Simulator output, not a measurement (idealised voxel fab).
The name of this process module is voxel transistor to metal.
In the cross-section labelled cut, the width is 300 nm and each square cell is 5 nm.
A cross-section in this document is a grid of square cells, and it is written down as bands, the top band listed before the ones below it; a band is made up of one or more rows of cells. For a band, the entry starts with two heights in nm, that of the top and then that of the bottom, and carries on with the band's materials in order from left to right, each alongside its width in nm; the word "everywhere" beside a single material means it fills the band edge to edge, and "empty" means empty space. Note: height 0 marks the level under which the wafer is uniformly one material as received. Lowest band unbounded below, written "0 nm and below". The expression "30..40" gives the width at the extremes of the band, the first number at its top row of cells and the second at its bottom row, with the width changing by equal amounts from each row to the next in between. "no alteration" means the step left every cell of the cross-section as it was. Enclosed voids (no open way to top), threshold 8 cells or more, entry "Closed internal cavities", notation width x height at distance, distance from left edge, nm. What comes after the settings on a step's line is commentary from the simulator itself on that step. The setting "overlay nm" may be written on the line of a step. When the step uses a mask, the value reports how far to the right of the planned place the mask lay, and a negative value reports that it lay to the left.
So here's the lineup of process steps we planned
- 1: RECEIVE (material Si)
- 2: CONFORMAL_DEP (material SiO2; thk nm 5)
- 3: CONFORMAL_DEP (material SiN; thk nm 10)
- 4: PATTERN (tone cover; mask id ACTIVE; material resist; width nm 100; pitch nm 125; thk nm 20; overlay nm 0)
- 5: DIRECTIONAL_ETCH (etch materials SiN; depth nm 10)
- 6: DIRECTIONAL_ETCH (etch materials SiO2; depth nm 5)
- 7: DIRECTIONAL_ETCH (etch materials Si; depth nm 20)
- 8: STRIP (etch materials resist)
- 9: FILL_DEP (material SiO2; thk nm 5)
- 10: CMP (height nm 15)
- 11: SELECTIVE_ETCH (etch materials SiO2; depth nm 5)
- 12: STRIP (etch materials SiN)
- 13: SELECTIVE_ETCH (etch materials SiO2; depth nm 5)
- 14: OXIDIZE (depth nm 5)
- 15: DIRECTIONAL_DEP (material polySi; thk nm 25)
- 16: DIRECTIONAL_DEP (material SiCN; thk nm 10)
- 17: PATTERN (tone cover; mask id GATE; material resist; width nm 20; pitch nm 125; thk nm 20; overlay nm 0)
- 18: DIRECTIONAL_ETCH (etch materials SiCN; depth nm 20)
- 19: DIRECTIONAL_ETCH (etch materials polySi; depth nm 35)
- 20: STRIP (etch materials resist)
- 21: CONFORMAL_DEP (material SiN; thk nm 10)
- 22: DIRECTIONAL_ETCH (etch materials SiN; depth nm 10)
- 23: DIRECTIONAL_ETCH (etch materials SiO2; depth nm 5)
- 24: EPI (material nSi; thk nm 5)
- 25: FILL_DEP (material SiO2; thk nm 5)
- 26: CMP (height nm 35)
- 27: DIRECTIONAL_DEP (material SiO2; thk nm 10)
- 28: PATTERN (tone open; mask id CONTACT; material resist; width nm 25; thk nm 20; overlay nm 0)
- 29: DIRECTIONAL_ETCH (etch materials SiO2; depth nm 45)
- 30: STRIP (etch materials resist)
- 31: CONFORMAL_DEP (material TiN; thk nm 5)
- 32: FILL_DEP (material W; thk nm 5)
- 33: CMP (height nm 45)
- 34: DIRECTIONAL_DEP (material TiN; thk nm 5)
- 35: DIRECTIONAL_DEP (material Ru; thk nm 25)
- 36: MASKED_ETCH (tone cover; mask id METAL_1; width nm 15; etch materials Ru; depth nm 25; overlay nm 0)
- 37: MASKED_ETCH (tone cover; mask id METAL_1; width nm 15; etch materials TiN; depth nm 5; overlay nm 0)
- 38: FILL_DEP (material SiO2; thk nm 5)
- 39: CMP (height nm 75)
- 40: CONFORMAL_DEP (material SiN; thk nm 5)
Delivered wafer in cross-section: state after step 1
	0 nm and below | Si everywhere
	Closed internal cavities: none
First of two wafers at the end of the module, shown in cross-section; run carried out as planned
	80 nm to 75 nm | SiN everywhere
	75 nm to 50 nm | SiO2 45 nm, Ru 15 nm, SiO2 50 nm, Ru 15 nm, SiO2 45 nm, Ru 15 nm, SiO2 50 nm, Ru 15 nm, SiO2 50 nm
	50 nm to 45 nm | SiO2 45 nm, TiN 15 nm, SiO2 50 nm, TiN 15 nm, SiO2 45 nm, TiN 15 nm, SiO2 50 nm, TiN 15 nm, SiO2 50 nm
	45 nm to 35 nm | SiO2 45 nm, TiN 5 nm, W 15..10 nm, TiN 5..10 nm, SiO2 30 nm, TiN 5..10 nm, W 15..10 nm, TiN 5 nm, SiO2 45 nm, TiN 5 nm, W 15..10 nm, TiN 5..10 nm, SiO2 30 nm, TiN 5..10 nm, W 15..10 nm, TiN 5 nm, SiO2 50 nm
	35 nm to 25 nm | SiO2 45 nm, TiN 5 nm, W 10 nm, TiN 5 nm, SiN 10 nm, SiCN 20 nm, SiN 10 nm, TiN 5 nm, W 10 nm, TiN 5 nm, SiO2 45 nm, TiN 5 nm, W 10 nm, TiN 5 nm, SiN 10 nm, SiCN 20 nm, SiN 10 nm, TiN 5 nm, W 10 nm, TiN 5 nm, SiO2 50 nm
	25 nm to 5 nm | SiO2 45 nm, TiN 5 nm, W 10 nm, TiN 5 nm, SiN 10 nm, polySi 20 nm, SiN 10 nm, TiN 5 nm, W 10 nm, TiN 5 nm, SiO2 45 nm, TiN 5 nm, W 10 nm, TiN 5 nm, SiN 10 nm, polySi 20 nm, SiN 10 nm, TiN 5 nm, W 10 nm, TiN 5 nm, SiO2 50 nm
	5 nm to 0 nm | SiO2 30 nm, SiN 10 nm, SiO2 5 nm, TiN 20 nm, SiN 10 nm, polySi 20 nm, SiN 10 nm, TiN 20 nm, SiO2 5 nm, SiN 10 nm, SiO2 15 nm, SiN 10 nm, SiO2 5 nm, TiN 20 nm, SiN 10 nm, polySi 20 nm, SiN 10 nm, TiN 20 nm, SiO2 5 nm, SiN 10 nm, SiO2 35 nm
	0 nm to -5 nm | SiO2 40 nm, nSi 25 nm, SiO2 40 nm, nSi 25 nm, SiO2 35 nm, nSi 25 nm, SiO2 40 nm, nSi 25 nm, SiO2 45 nm
	-5 nm to -20 nm | SiO2 35 nm, Si 100 nm, SiO2 25 nm, Si 100 nm, SiO2 40 nm
	-20 nm and below | Si everywhere
	Closed internal cavities: none
Cross-section of the latter of the two wafers at module completion. It had an identical start and an identical plan to the former; in running it, one mistake was made
	80 nm to 75 nm | SiN everywhere
	75 nm to 50 nm | SiO2 45 nm, Ru 15 nm, SiO2 50 nm, Ru 15 nm, SiO2 45 nm, Ru 15 nm, SiO2 50 nm, Ru 15 nm, SiO2 50 nm
	50 nm to 45 nm | SiO2 45 nm, TiN 15 nm, SiO2 50 nm, TiN 15 nm, SiO2 45 nm, TiN 15 nm, SiO2 50 nm, TiN 15 nm, SiO2 50 nm
	45 nm to 35 nm | SiO2 45 nm, TiN 5 nm, W 15..10 nm, TiN 5..10 nm, SiO2 30 nm, TiN 5..10 nm, W 15..10 nm, TiN 5 nm, SiO2 45 nm, TiN 5 nm, W 15..10 nm, TiN 5..10 nm, SiO2 30 nm, TiN 5..10 nm, W 15..10 nm, TiN 5 nm, SiO2 50 nm
	35 nm to 25 nm | SiO2 45 nm, TiN 5 nm, W 10 nm, TiN 5 nm, SiN 10 nm, SiCN 20 nm, SiN 10 nm, TiN 5 nm, W 10 nm, TiN 5 nm, SiO2 45 nm, TiN 5 nm, W 10 nm, TiN 5 nm, SiN 10 nm, SiCN 20 nm, SiN 10 nm, TiN 5 nm, W 10 nm, TiN 5 nm, SiO2 50 nm
	25 nm to 5 nm | SiO2 45 nm, TiN 5 nm, W 10 nm, TiN 5 nm, SiN 10 nm, polySi 20 nm, SiN 10 nm, TiN 5 nm, W 10 nm, TiN 5 nm, SiO2 45 nm, TiN 5 nm, W 10 nm, TiN 5 nm, SiN 10 nm, polySi 20 nm, SiN 10 nm, TiN 5 nm, W 10 nm, TiN 5 nm, SiO2 50 nm
	5 nm to 0 nm | SiO2 30 nm, SiN 10 nm, SiO2 5 nm, TiN 20 nm, SiN 10 nm, polySi 20 nm, SiN 10 nm, TiN 20 nm, SiO2 5 nm, SiN 10 nm, SiO2 15 nm, SiN 10 nm, SiO2 5 nm, TiN 20 nm, SiN 10 nm, polySi 20 nm, SiN 10 nm, TiN 20 nm, SiO2 5 nm, SiN 10 nm, SiO2 35 nm
	0 nm to -5 nm | SiO2 40 nm, nSi 25 nm, SiO2 40 nm, nSi 25 nm, SiO2 35 nm, nSi 25 nm, SiO2 40 nm, nSi 25 nm, SiO2 45 nm
	-5 nm to -40 nm | SiO2 35 nm, Si 100 nm, SiO2 25 nm, Si 100 nm, SiO2 40 nm
	-40 nm and below | Si everywhere
	Closed internal cavities: none
Error vs. plan: in the plan, step 7 was performed twice
Counted in cells at the end, the second wafer holds more or fewer of these materials than the first: Si -80; SiO2 +80
